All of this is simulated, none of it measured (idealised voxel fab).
The process module presented herein is designated voxel gate over fins.
Pictured: cross-section cut, 270 nm wide, on a grid of 5 nm square cells.
Cross-sections here: square-cell grids, written as top-down lists of bands, a band being one or more rows of cells. Look at the band entry: it leads with the top's height and the bottom's height in nm. Then it lists the materials left to right, with a width in nm for each. The word "everywhere" on a single material says that material fills the band edge to edge. The word "air" is empty space. The reference from which all heights are counted is 0, the level beneath which the as-received wafer is entirely one material; the lowest band, having no lower bound, proceeds downward and is written after the example "top 0, no bottom". The width entry "30 to 40" should be interpreted row by row: the top row of cells in the band takes the first number, the bottom row takes the second number, and the change between adjacent rows is uniform throughout. "nothing altered" after a step means that no cell of the cross-section changed. "Completely enclosed voids" specifies each empty space that is not open to the top and that occupies no fewer than 8 cells, using the form width x height at distance, the distance measured from the left edge and all three quantities in nm. Formally, on a step line, whatever follows the settings is a remark that the simulator itself makes on the step. overlay nm: for a step with a mask, the amount by which the mask lay right of where it was planned; a negative amount means left of it. Note: before/after cross-section pairs follow, one process step per pair, after-side truncated at the lowest changed band, step and settings given beneath. Different runs of this module on the same starting wafer may supply the pairs; a pair continues the one above only where the "Pre-step section" entry says so.
# Pre-step section
  top 0, no bottom = Si everywhere
  Completely enclosed voids: none
# Post-Process Section
  top 5, bottom 0 = SiN everywhere
  Below 0 it's all the same as before, nothing changed down there.
  Completely enclosed voids: none
What step was run between the cross-section before it and the cross-section after it, both above? CONFORMAL_DEP,material SiN,thk nm 5
Pre-step section: no separate figure, the pair right above already shows it after its step.
# Post-Process Section
  top 20, bottom 5 = air 85 / resist 15 / air 25 / resist 15 / air 25 / resist 15 / air 90
  Below 5 it's all the same as before, nothing changed down there.
  Completely enclosed voids: none
What step was run between the cross-section before it and the cross-section after it, both above? PATTERN,tone cover,mask id FINS,material resist,width nm 15,pitch nm 40,thk nm 15,overlay nm 0
Pre-step section: no separate figure, the pair right above already shows it after its step.
# Post-Process Section
  top 20, bottom 5 = air 85 / resist 15 / air 25 / resist 15 / air 25 / resist 15 / air 90
  top 5, bottom 0 = air 85 / SiN 15 / air 25 / SiN 15 / air 25 / SiN 15 / air 90
  Below 0 it's all the same as before, nothing changed down there.
  Completely enclosed voids: none
What step was run between the cross-section before it and the cross-section after it, both above? DIRECTIONAL_ETCH,etch materials SiN,depth nm 5
Pre-step section: no separate figure, the pair right above already shows it after its step.
# Post-Process Section
  top 20, bottom 5 = air 85 / resist 15 / air 25 / resist 15 / air 25 / resist 15 / air 90
  top 5, bottom 0 = air 85 / SiN 15 / air 25 / SiN 15 / air 25 / SiN 15 / air 90
  top 0, bottom -35 = air 85 / Si 15 / air 25 / Si 15 / air 25 / Si 15 / air 90
  Below -35 it's all the same as before, nothing changed down there.
  Completely enclosed voids: none
What step was run between the cross-section before it and the cross-section after it, both above? DIRECTIONAL_ETCH,etch materials Si,depth nm 35
Pre-step section: no separate figure, the pair right above already shows it after its step.
# Post-Process Section
  top 5, bottom 0 = air 85 / SiN 15 / air 25 / SiN 15 / air 25 / SiN 15 / air 90
  Below 0 it's all the same as before, nothing changed down there.
  Completely enclosed voids: none
What step was run between the cross-section before it and the cross-section after it, both above? STRIP,etch materials resist
Pre-step section: no separate figure, the pair right above already shows it after its step.
# Post-Process Section
  top 5, bottom 0 = air 85 / SiN 15 / air 25 / SiN 15 / air 25 / SiN 15 / air 90
  top 0, bottom -35 = air 85 / SiO2 5 / Si 5 / SiO2 5 / air 25 / SiO2 5 / Si 5 / SiO2 5 / air 25 / SiO2 5 / Si 5 / SiO2 5 / air 90
  top -35, bottom -40 = SiO2 90 / Si 5 / SiO2 35 / Si 5 / SiO2 35 / Si 5 / SiO2 95
  Below -40 it's all the same as before, nothing changed down there.
  Completely enclosed voids: none
What step was run between the cross-section before it and the cross-section after it, both above? OXIDIZE,depth nm 5
Pre-step section: no separate figure, the pair right above already shows it after its step.
# Post-Process Section
  top 20, bottom 5 = SiO2 everywhere
  top 5, bottom 0 = SiO2 85 / SiN 15 / SiO2 25 / SiN 15 / SiO2 25 / SiN 15 / SiO2 90
  top 0, bottom -40 = SiO2 90 / Si 5 / SiO2 35 / Si 5 / SiO2 35 / Si 5 / SiO2 95
  Below -40 it's all the same as before, nothing changed down there.
  Completely enclosed voids: none
What step was run between the cross-section before it and the cross-section after it, both above? FILL_DEP,material SiO2,thk nm 15
Pre-step section: no separate figure, the pair right above already shows it after its step.
# Post-Process Section
  top 5, bottom 0 = SiO2 85 / SiN 15 / SiO2 25 / SiN 15 / SiO2 25 / SiN 15 / SiO2 90
  Below 0 it's all the same as before, nothing changed down there.
  Completely enclosed voids: none
What step was run between the cross-section before it and the cross-section after it, both above? CMP,height nm 5
Pre-step section: no separate figure, the pair right above already shows it after its step.
# Post-Process Section
  top 5, bottom 0 = air 85 / SiN 15 / air 25 / SiN 15 / air 25 / SiN 15 / air 90
  top 0, bottom -10 = air 90 / Si 5 / air 35 / Si 5 / air 35 / Si 5 / air 95
  Below -10 it's all the same as before, nothing changed down there.
  Completely enclosed voids: none
What step was run between the cross-section before it and the cross-section after it, both above? SELECTIVE_ETCH,etch materials SiO2,depth nm 15
Pre-step section: no separate figure, the pair right above already shows it after its step.
# Post-Process Section
  top 0, bottom -10 = air 90 / Si 5 / air 35 / Si 5 / air 35 / Si 5 / air 95
  Below -10 it's all the same as before, nothing changed down there.
  Completely enclosed voids: none
What step was run between the cross-section before it and the cross-section after it, both above? STRIP,etch materials SiN
Pre-step section: no separate figure, the pair right above already shows it after its step.
# Post-Process Section
  top 5, bottom 0 = air 85 / HfO2 15 / air 25 / HfO2 15 / air 25 / HfO2 15 / air 90
  top 0, bottom -5 = air 85 / HfO2 5 / Si 5 / HfO2 5 / air 25 / HfO2 5 / Si 5 / HfO2 5 / air 25 / HfO2 5 / Si 5 / HfO2 5 / air 90
  top -5, bottom -10 = HfO2 90 / Si 5 / HfO2 35 / Si 5 / HfO2 35 / Si 5 / HfO2 95
  Below -10 it's all the same as before, nothing changed down there.
  Completely enclosed voids: none
What step was run between the cross-section before it and the cross-section after it, both above? CONFORMAL_DEP,material HfO2,thk nm 5
Pre-step section: no separate figure, the pair right above already shows it after its step.
# Post-Process Section
  top 10, bottom 5 = air 80 / TiN 25 / air 15 / TiN 25 / air 15 / TiN 25 / air 85
  top 5, bottom 0 = air 80 / TiN 5 / HfO2 15 / TiN 5 / air 15 / TiN 5 / HfO2 15 / TiN 5 / air 15 / TiN 5 / HfO2 15 / TiN 5 / air 85
  top 0, bottom -5 = TiN 85 / HfO2 5 / Si 5 / HfO2 5 / TiN 25 / HfO2 5 / Si 5 / HfO2 5 / TiN 25 / HfO2 5 / Si 5 / HfO2 5 / TiN 90
  Below -5 it's all the same as before, nothing changed down there.
  Completely enclosed voids: none
What step was run between the cross-section before it and the cross-section after it, both above? CONFORMAL_DEP,material TiN,thk nm 5
Pre-step section: no separate figure, the pair right above already shows it after its step.
# Post-Process Section
  top 15, bottom 10 = air 75 / TiAl 35 / air 5 / TiAl 35 / air 5 / TiAl 35 / air 80
  top 10, bottom 5 = air 75 / TiAl 5 / TiN 25 / TiAl 5 / air 5 / TiAl 5 / TiN 25 / TiAl 5 / air 5 / TiAl 5 / TiN 25 / TiAl 5 / air 80
  top 5, bottom 0 = TiAl 80 / TiN 5 / HfO2 15 / TiN 5 / TiAl 15 / TiN 5 / HfO2 15 / TiN 5 / TiAl 15 / TiN 5 / HfO2 15 / TiN 5 / TiAl 85
  Below 0 it's all the same as before, nothing changed down there.
  Completely enclosed voids: none
What step was run between the cross-section before it and the cross-section after it, both above? CONFORMAL_DEP,material TiAl,thk nm 5
Pre-step section: no separate figure, the pair right above already shows it after its step.
# Post-Process Section
  top 20, bottom 15 = air 70 / TiN 125 / air 75
  top 15, bottom 10 = air 70 / TiN 5 / TiAl 35 / TiN 5 / TiAl 35 / TiN 5 / TiAl 35 / TiN 5 / air 75
  top 10, bottom 5 = TiN 75 / TiAl 5 / TiN 25 / TiAl 5 / TiN 5 / TiAl 5 / TiN 25 / TiAl 5 / TiN 5 / TiAl 5 / TiN 25 / TiAl 5 / TiN 80
  Below 5 it's all the same as before, nothing changed down there.
  Completely enclosed voids: none
What step was run between the cross-section before it and the cross-section after it, both above? CONFORMAL_DEP,material TiN,thk nm 5
Pre-step section: no separate figure, the pair right above already shows it after its step.
# Post-Process Section
  top 35, bottom 20 = W everywhere
  top 20, bottom 15 = W 70 / TiN 125 / W 75
  top 15, bottom 10 = W 70 / TiN 5 / TiAl 35 / TiN 5 / TiAl 35 / TiN 5 / TiAl 35 / TiN 5 / W 75
  Below 10 it's all the same as before, nothing changed down there.
  Completely enclosed voids: none
What step was run between the cross-section before it and the cross-section after it, both above? FILL_DEP,material W,thk nm 15
Pre-step section: no separate figure, the pair right above already shows it after its step.
# Post-Process Section
  top 30, bottom 20 = W everywhere
  Below 20 it's all the same as before, nothing changed down there.
  Completely enclosed voids: none
What step was run between the cross-section before it and the cross-section after it, both above? CMP,height nm 30
Pre-step section: no separate figure, the pair right above already shows it after its step.
# Post-Process Section
  top 40, bottom 30 = SiN everywhere
  Below 30 it's all the same as before, nothing changed down there.
  Completely enclosed voids: none
What step was run between the cross-section before it and the cross-section after it, both above? CONFORMAL_DEP,material SiN,thk nm 10
# Pre-step section
  top 10, bottom 5 = air 80 / TiN 25 / air 15 / TiN 25 / air 15 / TiN 25 / air 85
  top 5, bottom 0 = air 80 / TiN 5 / HfO2 15 / TiN 5 / air 15 / TiN 5 / HfO2 15 / TiN 5 / air 15 / TiN 5 / HfO2 15 / TiN 5 / air 85
  top 0, bottom -5 = TiN 85 / HfO2 5 / Si 5 / HfO2 5 / TiN 25 / HfO2 5 / Si 5 / HfO2 5 / TiN 25 / HfO2 5 / Si 5 / HfO2 5 / TiN 90
  top -5, bottom -10 = HfO2 90 / Si 5 / HfO2 35 / Si 5 / HfO2 35 / Si 5 / HfO2 95
  top -10, bottom -40 = SiO2 90 / Si 5 / SiO2 35 / Si 5 / SiO2 35 / Si 5 / SiO2 95
  top -40, no bottom = Si everywhere
  Completely enclosed voids: none
# Post-Process Section
  top 15, bottom 5 = air 75 / TiN 35 / air 5 / TiN 35 / air 5 / TiN 35 / air 80
  top 5, bottom 0 = TiN 85 / HfO2 15 / TiN 25 / HfO2 15 / TiN 25 / HfO2 15 / TiN 90
  Below 0 it's all the same as before, nothing changed down there.
  Completely enclosed voids: none
What step was run between the cross-section before it and the cross-section after it, both above? CONFORMAL_DEP,material TiN,thk nm 5
Pre-step section: no separate figure, the pair right above already shows it after its step.
# Post-Process Section
  top 30, bottom 15 = W everywhere
  top 15, bottom 5 = W 75 / TiN 35 / W 5 / TiN 35 / W 5 / TiN 35 / W 80
  Below 5 it's all the same as before, nothing changed down there.
  Completely enclosed voids: none
What step was run between the cross-section before it and the cross-section after it, both above? FILL_DEP,material W,thk nm 15
Pre-step section: no separate figure, the pair right above already shows it after its step.
# Post-Process Section
  top 40, bottom 30 = SiN everywhere
  Below 30 it's all the same as before, nothing changed down there.
  Completely enclosed voids: none
What step was run between the cross-section before it and the cross-section after it, both above? CONFORMAL_DEP,material SiN,thk nm 10
# Pre-step section
  top 5, bottom 0 = air 85 / SiN 15 / air 25 / SiN 15 / air 25 / SiN 15 / air 90
  top 0, bottom -10 = air 90 / Si 5 / air 35 / Si 5 / air 35 / Si 5 / air 95
  top -10, bottom -40 = SiO2 90 / Si 5 / SiO2 35 / Si 5 / SiO2 35 / Si 5 / SiO2 95
  top -40, no bottom = Si everywhere
  Completely enclosed voids: none
# Post-Process Section
  top 5, bottom 0 = air 85 / SiN 15 / air 25 / SiN 15 / air 25 / SiN 15 / air 90
  top 0, bottom -25 = air 90 / Si 5 / air 35 / Si 5 / air 35 / Si 5 / air 95
  Below -25 it's all the same as before, nothing changed down there.
  Completely enclosed voids: none
What step was run between the cross-section before it and the cross-section after it, both above? SELECTIVE_ETCH,etch materials SiO2,depth nm 15
Pre-step section: no separate figure, the pair right above already shows it after its step.
# Post-Process Section
  top 0, bottom -25 = air 90 / Si 5 / air 35 / Si 5 / air 35 / Si 5 / air 95
  Below -25 it's all the same as before, nothing changed down there.
  Completely enclosed voids: none
What step was run between the cross-section before it and the cross-section after it, both above? STRIP,etch materials SiN
Pre-step section: no separate figure, the pair right above already shows it after its step.
# Post-Process Section
  top 5, bottom 0 = air 85 / HfO2 15 / air 25 / HfO2 15 / air 25 / HfO2 15 / air 90
  top 0, bottom -20 = air 85 / HfO2 5 / Si 5 / HfO2 5 / air 25 / HfO2 5 / Si 5 / HfO2 5 / air 25 / HfO2 5 / Si 5 / HfO2 5 / air 90
  top -20, bottom -25 = HfO2 90 / Si 5 / HfO2 35 / Si 5 / HfO2 35 / Si 5 / HfO2 95
  Below -25 it's all the same as before, nothing changed down there.
  Completely enclosed voids: none
What step was run between the cross-section before it and the cross-section after it, both above? CONFORMAL_DEP,material HfO2,thk nm 5
Pre-step section: no separate figure, the pair right above already shows it after its step.
# Post-Process Section
  top 10, bottom 5 = air 80 / TiN 25 / air 15 / TiN 25 / air 15 / TiN 25 / air 85
  top 5, bottom 0 = air 80 / TiN 5 / HfO2 15 / TiN 5 / air 15 / TiN 5 / HfO2 15 / TiN 5 / air 15 / TiN 5 / HfO2 15 / TiN 5 / air 85
  top 0, bottom -15 = air 80 / TiN 5 / HfO2 5 / Si 5 / HfO2 5 / TiN 5 / air 15 / TiN 5 / HfO2 5 / Si 5 / HfO2 5 / TiN 5 / air 15 / TiN 5 / HfO2 5 / Si 5 / HfO2 5 / TiN 5 / air 85
  top -15, bottom -20 = TiN 85 / HfO2 5 / Si 5 / HfO2 5 / TiN 25 / HfO2 5 / Si 5 / HfO2 5 / TiN 25 / HfO2 5 / Si 5 / HfO2 5 / TiN 90
  Below -20 it's all the same as before, nothing changed down there.
  Completely enclosed voids: none
What step was run between the cross-section before it and the cross-section after it, both above? CONFORMAL_DEP,material TiN,thk nm 5
Pre-step section: no separate figure, the pair right above already shows it after its step.
# Post-Process Section
  top 15, bottom 10 = air 75 / TiAl 35 / air 5 / TiAl 35 / air 5 / TiAl 35 / air 80
  top 10, bottom 5 = air 75 / TiAl 5 / TiN 25 / TiAl 5 / air 5 / TiAl 5 / TiN 25 / TiAl 5 / air 5 / TiAl 5 / TiN 25 / TiAl 5 / air 80
  top 5, bottom 0 = air 75 / TiAl 5 / TiN 5 / HfO2 15 / TiN 5 / TiAl 5 / air 5 / TiAl 5 / TiN 5 / HfO2 15 / TiN 5 / TiAl 5 / air 5 / TiAl 5 / TiN 5 / HfO2 15 / TiN 5 / TiAl 5 / air 80
  top 0, bottom -10 = air 75 / TiAl 5 / TiN 5 / HfO2 5 / Si 5 / HfO2 5 / TiN 5 / TiAl 5 / air 5 / TiAl 5 / TiN 5 / HfO2 5 / Si 5 / HfO2 5 / TiN 5 / TiAl 5 / air 5 / TiAl 5 / TiN 5 / HfO2 5 / Si 5 / HfO2 5 / TiN 5 / TiAl 5 / air 80
  top -10, bottom -15 = TiAl 80 / TiN 5 / HfO2 5 / Si 5 / HfO2 5 / TiN 5 / TiAl 15 / TiN 5 / HfO2 5 / Si 5 / HfO2 5 / TiN 5 / TiAl 15 / TiN 5 / HfO2 5 / Si 5 / HfO2 5 / TiN 5 / TiAl 85
  Below -15 it's all the same as before, nothing changed down there.
  Completely enclosed voids: none
What step was run between the cross-section before it and the cross-section after it, both above? CONFORMAL_DEP,material TiAl,thk nm 5
Pre-step section: no separate figure, the pair right above already shows it after its step.
# Post-Process Section
  top 20, bottom 15 = air 70 / TiN 125 / air 75
  top 15, bottom 10 = air 70 / TiN 5 / TiAl 35 / TiN 5 / TiAl 35 / TiN 5 / TiAl 35 / TiN 5 / air 75
  top 10, bottom 5 = air 70 / TiN 5 / TiAl 5 / TiN 25 / TiAl 5 / TiN 5 / TiAl 5 / TiN 25 / TiAl 5 / TiN 5 / TiAl 5 / TiN 25 / TiAl 5 / TiN 5 / air 75
  top 5, bottom 0 = air 70 / TiN 5 / TiAl 5 / TiN 5 / HfO2 15 / TiN 5 / TiAl 5 / TiN 5 / TiAl 5 / TiN 5 / HfO2 15 / TiN 5 / TiAl 5 / TiN 5 / TiAl 5 / TiN 5 / HfO2 15 / TiN 5 / TiAl 5 / TiN 5 / air 75
  top 0, bottom -5 = air 70 / TiN 5 / TiAl 5 / TiN 5 / HfO2 5 / Si 5 / HfO2 5 / TiN 5 / TiAl 5 / TiN 5 / TiAl 5 / TiN 5 / HfO2 5 / Si 5 / HfO2 5 / TiN 5 / TiAl 5 / TiN 5 / TiAl 5 / TiN 5 / HfO2 5 / Si 5 / HfO2 5 / TiN 5 / TiAl 5 / TiN 5 / air 75
  top -5, bottom -10 = TiN 75 / TiAl 5 / TiN 5 / HfO2 5 / Si 5 / HfO2 5 / TiN 5 / TiAl 5 / TiN 5 / TiAl 5 / TiN 5 / HfO2 5 / Si 5 / HfO2 5 / TiN 5 / TiAl 5 / TiN 5 / TiAl 5 / TiN 5 / HfO2 5 / Si 5 / HfO2 5 / TiN 5 / TiAl 5 / TiN 80
  Below -10 it's all the same as before, nothing changed down there.
  Completely enclosed voids: none
What step was run between the cross-section before it and the cross-section after it, both above? CONFORMAL_DEP,material TiN,thk nm 5
Pre-step section: no separate figure, the pair right above already shows it after its step.
# Post-Process Section
  top 35, bottom 20 = W everywhere
  top 20, bottom 15 = W 70 / TiN 125 / W 75
  top 15, bottom 10 = W 70 / TiN 5 / TiAl 35 / TiN 5 / TiAl 35 / TiN 5 / TiAl 35 / TiN 5 / W 75
  top 10, bottom 5 = W 70 / TiN 5 / TiAl 5 / TiN 25 / TiAl 5 / TiN 5 / TiAl 5 / TiN 25 / TiAl 5 / TiN 5 / TiAl 5 / TiN 25 / TiAl 5 / TiN 5 / W 75
  top 5, bottom 0 = W 70 / TiN 5 / TiAl 5 / TiN 5 / HfO2 15 / TiN 5 / TiAl 5 / TiN 5 / TiAl 5 / TiN 5 / HfO2 15 / TiN 5 / TiAl 5 / TiN 5 / TiAl 5 / TiN 5 / HfO2 15 / TiN 5 / TiAl 5 / TiN 5 / W 75
  top 0, bottom -5 = W 70 / TiN 5 / TiAl 5 / TiN 5 / HfO2 5 / Si 5 / HfO2 5 / TiN 5 / TiAl 5 / TiN 5 / TiAl 5 / TiN 5 / HfO2 5 / Si 5 / HfO2 5 / TiN 5 / TiAl 5 / TiN 5 / TiAl 5 / TiN 5 / HfO2 5 / Si 5 / HfO2 5 / TiN 5 / TiAl 5 / TiN 5 / W 75
  Below -5 it's all the same as before, nothing changed down there.
  Completely enclosed voids: none
What step was run between the cross-section before it and the cross-section after it, both above? FILL_DEP,material W,thk nm 15
Pre-step section: no separate figure, the pair right above already shows it after its step.
# Post-Process Section
  top 30, bottom 20 = W everywhere
  Below 20 it's all the same as before, nothing changed down there.
  Completely enclosed voids: none
What step was run between the cross-section before it and the cross-section after it, both above? CMP,height nm 30
Pre-step section: no separate figure, the pair right above already shows it after its step.
# Post-Process Section
  top 40, bottom 30 = SiN everywhere
  Below 30 it's all the same as before, nothing changed down there.
  Completely enclosed voids: none
What step was run between the cross-section before it and the cross-section after it, both above? CONFORMAL_DEP,material SiN,thk nm 10
# Pre-step section
  top 5, bottom 0 = SiO2 85 / SiN 15 / SiO2 25 / SiN 15 / SiO2 25 / SiN 15 / SiO2 90
  top 0, bottom -40 = SiO2 90 / Si 5 / SiO2 35 / Si 5 / SiO2 35 / Si 5 / SiO2 95
  top -40, no bottom = Si everywhere
  Completely enclosed voids: none
# Post-Process Section
  top 5, bottom 0 = SiO2 85 / air 15 / SiO2 25 / air 15 / SiO2 25 / air 15 / SiO2 90
  Below 0 it's all the same as before, nothing changed down there.
  Completely enclosed voids: none
What step was run between the cross-section before it and the cross-section after it, both above? STRIP,etch materials SiN
Pre-step section: no separate figure, the pair right above already shows it after its step.
# Post-Process Section
  top 0, bottom -10 = air 90 / Si 5 / air 35 / Si 5 / air 35 / Si 5 / air 95
  top -10, bottom -15 = SiO2 70 / air 20 / Si 5 / air 35 / Si 5 / air 35 / Si 5 / air 20 / SiO2 75
  Below -15 it's all the same as before, nothing changed down there.
  Completely enclosed voids: none
What step was run between the cross-section before it and the cross-section after it, both above? SELECTIVE_ETCH,etch materials SiO2,depth nm 15
Pre-step section: no separate figure, the pair right above already shows it after its step.
# Post-Process Section
  top 5, bottom 0 = air 85 / HfO2 15 / air 25 / HfO2 15 / air 25 / HfO2 15 / air 90
  top 0, bottom -5 = air 85 / HfO2 5 / Si 5 / HfO2 5 / air 25 / HfO2 5 / Si 5 / HfO2 5 / air 25 / HfO2 5 / Si 5 / HfO2 5 / air 90
  top -5, bottom -10 = HfO2 75 / air 10 / HfO2 5 / Si 5 / HfO2 5 / air 25 / HfO2 5 / Si 5 / HfO2 5 / air 25 / HfO2 5 / Si 5 / HfO2 5 / air 10 / HfO2 80
  top -10, bottom -15 = SiO2 70 / HfO2 20 / Si 5 / HfO2 35 / Si 5 / HfO2 35 / Si 5 / HfO2 20 / SiO2 75
  Below -15 it's all the same as before, nothing changed down there.
  Completely enclosed voids: none
What step was run between the cross-section before it and the cross-section after it, both above? CONFORMAL_DEP,material HfO2,thk nm 5
Pre-step section: no separate figure, the pair right above already shows it after its step.
# Post-Process Section
  top 10, bottom 5 = air 80 / TiN 25 / air 15 / TiN 25 / air 15 / TiN 25 / air 85
  top 5, bottom 0 = air 80 / TiN 5 / HfO2 15 / TiN 5 / air 15 / TiN 5 / HfO2 15 / TiN 5 / air 15 / TiN 5 / HfO2 15 / TiN 5 / air 85
  top 0, bottom -5 = TiN 85 / HfO2 5 / Si 5 / HfO2 5 / TiN 5 / air 15 / TiN 5 / HfO2 5 / Si 5 / HfO2 5 / TiN 5 / air 15 / TiN 5 / HfO2 5 / Si 5 / HfO2 5 / TiN 90
  top -5, bottom -10 = HfO2 75 / TiN 10 / HfO2 5 / Si 5 / HfO2 5 / TiN 25 / HfO2 5 / Si 5 / HfO2 5 / TiN 25 / HfO2 5 / Si 5 / HfO2 5 / TiN 10 / HfO2 80
  Below -10 it's all the same as before, nothing changed down there.
  Completely enclosed voids: none
What step was run between the cross-section before it and the cross-section after it, both above? CONFORMAL_DEP,material TiN,thk nm 5
Pre-step section: no separate figure, the pair right above already shows it after its step.
# Post-Process Section
  top 15, bottom 10 = air 75 / TiAl 35 / air 5 / TiAl 35 / air 5 / TiAl 35 / air 80
  top 10, bottom 5 = air 75 / TiAl 5 / TiN 25 / TiAl 5 / air 5 / TiAl 5 / TiN 25 / TiAl 5 / air 5 / TiAl 5 / TiN 25 / TiAl 5 / air 80
  top 5, bottom 0 = TiAl 80 / TiN 5 / HfO2 15 / TiN 5 / TiAl 5 / air 5 / TiAl 5 / TiN 5 / HfO2 15 / TiN 5 / TiAl 5 / air 5 / TiAl 5 / TiN 5 / HfO2 15 / TiN 5 / TiAl 85
  top 0, bottom -5 = TiN 85 / HfO2 5 / Si 5 / HfO2 5 / TiN 5 / TiAl 15 / TiN 5 / HfO2 5 / Si 5 / HfO2 5 / TiN 5 / TiAl 15 / TiN 5 / HfO2 5 / Si 5 / HfO2 5 / TiN 90
  Below -5 it's all the same as before, nothing changed down there.
  Completely enclosed voids: none
What step was run between the cross-section before it and the cross-section after it, both above? CONFORMAL_DEP,material TiAl,thk nm 5
Pre-step section: no separate figure, the pair right above already shows it after its step.
# Post-Process Section
  top 20, bottom 15 = air 70 / TiN 125 / air 75
  top 15, bottom 10 = air 70 / TiN 5 / TiAl 35 / TiN 5 / TiAl 35 / TiN 5 / TiAl 35 / TiN 5 / air 75
  top 10, bottom 5 = TiN 75 / TiAl 5 / TiN 25 / TiAl 5 / TiN 5 / TiAl 5 / TiN 25 / TiAl 5 / TiN 5 / TiAl 5 / TiN 25 / TiAl 5 / TiN 80
  top 5, bottom 0 = TiAl 80 / TiN 5 / HfO2 15 / TiN 5 / TiAl 5 / TiN 5 / TiAl 5 / TiN 5 / HfO2 15 / TiN 5 / TiAl 5 / TiN 5 / TiAl 5 / TiN 5 / HfO2 15 / TiN 5 / TiAl 85
  Below 0 it's all the same as before, nothing changed down there.
  Completely enclosed voids: none
What step was run between the cross-section before it and the cross-section after it, both above? CONFORMAL_DEP,material TiN,thk nm 5
Pre-step section: no separate figure, the pair right above already shows it after its step.
# Post-Process Section
  top 35, bottom 20 = W everywhere
  top 20, bottom 15 = W 70 / TiN 125 / W 75
  top 15, bottom 10 = W 70 / TiN 5 / TiAl 35 / TiN 5 / TiAl 35 / TiN 5 / TiAl 35 / TiN 5 / W 75
  Below 10 it's all the same as before, nothing changed down there.
  Completely enclosed voids: none
What step was run between the cross-section before it and the cross-section after it, both above? FILL_DEP,material W,thk nm 15
Pre-step section: no separate figure, the pair right above already shows it after its step.
# Post-Process Section
  top 30, bottom 20 = W everywhere
  Below 20 it's all the same as before, nothing changed down there.
  Completely enclosed voids: none
What step was run between the cross-section before it and the cross-section after it, both above? CMP,height nm 30
Pre-step section: no separate figure, the pair right above already shows it after its step.
# Post-Process Section
  top 40, bottom 30 = SiN everywhere
  Below 30 it's all the same as before, nothing changed down there.
  Completely enclosed voids: none
What step was run between the cross-section before it and the cross-section after it, both above? CONFORMAL_DEP,material SiN,thk nm 10
# Pre-step section
  top 35, bottom 20 = W everywhere
  top 20, bottom 15 = W 70 / TiN 125 / W 75
  top 15, bottom 10 = W 70 / TiN 5 / TiAl 35 / TiN 5 / TiAl 35 / TiN 5 / TiAl 35 / TiN 5 / W 75
  top 10, bottom 5 = TiN 75 / TiAl 5 / TiN 25 / TiAl 5 / TiN 5 / TiAl 5 / TiN 25 / TiAl 5 / TiN 5 / TiAl 5 / TiN 25 / TiAl 5 / TiN 80
  top 5, bottom 0 = TiAl 80 / TiN 5 / HfO2 15 / TiN 5 / TiAl 15 / TiN 5 / HfO2 15 / TiN 5 / TiAl 15 / TiN 5 / HfO2 15 / TiN 5 / TiAl 85
  top 0, bottom -5 = TiN 85 / HfO2 5 / Si 5 / HfO2 5 / TiN 25 / HfO2 5 / Si 5 / HfO2 5 / TiN 25 / HfO2 5 / Si 5 / HfO2 5 / TiN 90
  top -5, bottom -10 = HfO2 90 / Si 5 / HfO2 35 / Si 5 / HfO2 35 / Si 5 / HfO2 95
  top -10, bottom -40 = SiO2 90 / Si 5 / SiO2 35 / Si 5 / SiO2 35 / Si 5 / SiO2 95
  top -40, no bottom = Si everywhere
  Completely enclosed voids: none
# Post-Process Section
  top 20, bottom 15 = W 70 / TiN 125 / W 75
  Below 15 it's all the same as before, nothing changed down there.
  Completely enclosed voids: none
What step was run between the cross-section before it and the cross-section after it, both above? CMP,height nm 20
Pre-step section: no separate figure, the pair right above already shows it after its step.
# Post-Process Section
  top 30, bottom 20 = SiN everywhere
  Below 20 it's all the same as before, nothing changed down there.
  Completely enclosed voids: none
What step was run between the cross-section before it and the cross-section after it, both above? CONFORMAL_DEP,material SiN,thk nm 10
# Pre-step section
  top 5, bottom 0 = SiN everywhere
  top 0, no bottom = Si everywhere
  Completely enclosed voids: none
# Post-Process Section
  top 20, bottom 5 = air 85 / resist 20 / air 20 / resist 20 / air 20 / resist 20 / air 85
  Below 5 it's all the same as before, nothing changed down there.
  Completely enclosed voids: none
What step was run between the cross-section before it and the cross-section after it, both above? PATTERN,tone cover,mask id FINS,material resist,width nm 20,pitch nm 40,thk nm 15,overlay nm 0
Pre-step section: no separate figure, the pair right above already shows it after its step.
# Post-Process Section
  top 20, bottom 5 = air 85 / resist 20 / air 20 / resist 20 / air 20 / resist 20 / air 85
  top 5, bottom 0 = air 85 / SiN 20 / air 20 / SiN 20 / air 20 / SiN 20 / air 85
  Below 0 it's all the same as before, nothing changed down there.
  Completely enclosed voids: none
What step was run between the cross-section before it and the cross-section after it, both above? DIRECTIONAL_ETCH,etch materials SiN,depth nm 5
Pre-step section: no separate figure, the pair right above already shows it after its step.
# Post-Process Section
  top 20, bottom 5 = air 85 / resist 20 / air 20 / resist 20 / air 20 / resist 20 / air 85
  top 5, bottom 0 = air 85 / SiN 20 / air 20 / SiN 20 / air 20 / SiN 20 / air 85
  top 0, bottom -35 = air 85 / Si 20 / air 20 / Si 20 / air 20 / Si 20 / air 85
  Below -35 it's all the same as before, nothing changed down there.
  Completely enclosed voids: none
What step was run between the cross-section before it and the cross-section after it, both above? DIRECTIONAL_ETCH,etch materials Si,depth nm 35
Pre-step section: no separate figure, the pair right above already shows it after its step.
# Post-Process Section
  top 5, bottom 0 = air 85 / SiN 20 / air 20 / SiN 20 / air 20 / SiN 20 / air 85
  Below 0 it's all the same as before, nothing changed down there.
  Completely enclosed voids: none
What step was run between the cross-section before it and the cross-section after it, both above? STRIP,etch materials resist
Pre-step section: no separate figure, the pair right above already shows it after its step.
# Post-Process Section
  top 5, bottom 0 = air 85 / SiN 20 / air 20 / SiN 20 / air 20 / SiN 20 / air 85
  top 0, bottom -35 = air 85 / SiO2 5 / Si 10 / SiO2 5 / air 20 / SiO2 5 / Si 10 / SiO2 5 / air 20 / SiO2 5 / Si 10 / SiO2 5 / air 85
  top -35, bottom -40 = SiO2 90 / Si 10 / SiO2 30 / Si 10 / SiO2 30 / Si 10 / SiO2 90
  Below -40 it's all the same as before, nothing changed down there.
  Completely enclosed voids: none
What step was run between the cross-section before it and the cross-section after it, both above? OXIDIZE,depth nm 5
Pre-step section: no separate figure, the pair right above already shows it after its step.
# Post-Process Section
  top 20, bottom 5 = SiO2 everywhere
  top 5, bottom 0 = SiO2 85 / SiN 20 / SiO2 20 / SiN 20 / SiO2 20 / SiN 20 / SiO2 85
  top 0, bottom -40 = SiO2 90 / Si 10 / SiO2 30 / Si 10 / SiO2 30 / Si 10 / SiO2 90
  Below -40 it's all the same as before, nothing changed down there.
  Completely enclosed voids: none
What step was run between the cross-section before it and the cross-section after it, both above? FILL_DEP,material SiO2,thk nm 15
Pre-step section: no separate figure, the pair right above already shows it after its step.
# Post-Process Section
  top 5, bottom 0 = SiO2 85 / SiN 20 / SiO2 20 / SiN 20 / SiO2 20 / SiN 20 / SiO2 85
  Below 0 it's all the same as before, nothing changed down there.
  Completely enclosed voids: none
What step was run between the cross-section before it and the cross-section after it, both above? CMP,height nm 5
